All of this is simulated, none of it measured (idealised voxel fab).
process module | voxel trench capacitor
cross-section cut | 275 nm wide | cells 5 nm
A cross-section is a grid of square cells, given in bands from the top down. A band is one or more rows of cells.
Each band's line starts with the height of the band's top and of its bottom, in nm. Then come its materials from left to right, each with its width in nm. One material with "throughout" fills the band from edge to edge. "air" is empty space.
Height 0 is the level under which the wafer as received is all one material. The lowest band goes on downwards, as in "0 down".
A width such as "30 to 40" changes by the same amount from each row of cells to the next, from the band's top row to its bottom row.
"no change" after a step means that no cell of the cross-section changed.
closed voids: empty space of 8 cells or more with no open way to the top, each as width x height at its distance from the left edge, in nm
after a step's settings: what the simulator itself notes on the step
overlay nm, on a step with a mask: how far to the right of its planned place the mask lay; to the left if negative
plan
1 op RECEIVE | material Si
2 op CONFORMAL_DEP | material SiN | thk nm 5
3 op DIRECTIONAL_DEP | material aC | thk nm 10
4 op PATTERN | tone open | mask id TRENCH | material resist | width nm 25 | pitch nm 40 | thk nm 25 | overlay nm 0
5 op DIRECTIONAL_ETCH | etch materials aC | depth nm 10
6 op STRIP | etch materials resist
7 op DIRECTIONAL_ETCH | etch materials SiN | depth nm 10
8 op DIRECTIONAL_ETCH | etch materials Si | depth nm 30
9 op STRIP | etch materials aC
10 op CONFORMAL_DEP | material HfO2 | thk nm 5
11 op CONFORMAL_DEP | material TiN | thk nm 5
12 op FILL_DEP | material W | thk nm 10
13 op CMP | height nm 10
varied across the wafers: thk nm of step 2. The plan shows the first wafer's value. All wafers start alike
first wafer as received, after step 1
  0 down: Si throughout
  closed voids: none
first wafer at the end, after step 13
  10 to 5: HfO2 110 | TiN 5 | W 5 | TiN 5 | HfO2 25 | TiN 5 | W 5 | TiN 5 | HfO2 110
  5 to 0: SiN 105 | HfO2 5 | TiN 5 | W 5 | TiN 5 | HfO2 5 | SiN 15 | HfO2 5 | TiN 5 | W 5 | TiN 5 | HfO2 5 | SiN 105
  0 to -20: Si 105 | HfO2 5 | TiN 5 | W 5 | TiN 5 | HfO2 5 | Si 15 | HfO2 5 | TiN 5 | W 5 | TiN 5 | HfO2 5 | Si 105
  -20 to -25: Si 105 | HfO2 5 | TiN 15 | HfO2 5 | Si 15 | HfO2 5 | TiN 15 | HfO2 5 | Si 105
  -25 to -30: Si 105 | HfO2 25 | Si 15 | HfO2 25 | Si 105
  -30 down: Si throughout
  closed voids: none
last wafer at the end
  10 to 0: SiN throughout
  0 down: Si throughout
  closed voids: none
each wafer at the end: cells of each material gained (+) or lost (-) since it was received, then its closed voids
thk nm 5 | +83 HfO2 | -60 Si | +45 SiN | +30 TiN | +12 W | closed voids: none
thk nm 10 | +38 HfO2 | -60 Si | +90 SiN | +30 TiN | +12 W | closed voids: none
thk nm 15 | +10 HfO2 | +100 SiN | closed voids: none
thk nm 20 | +110 SiN | closed voids: none
thk nm 25 | +110 SiN | closed voids: none
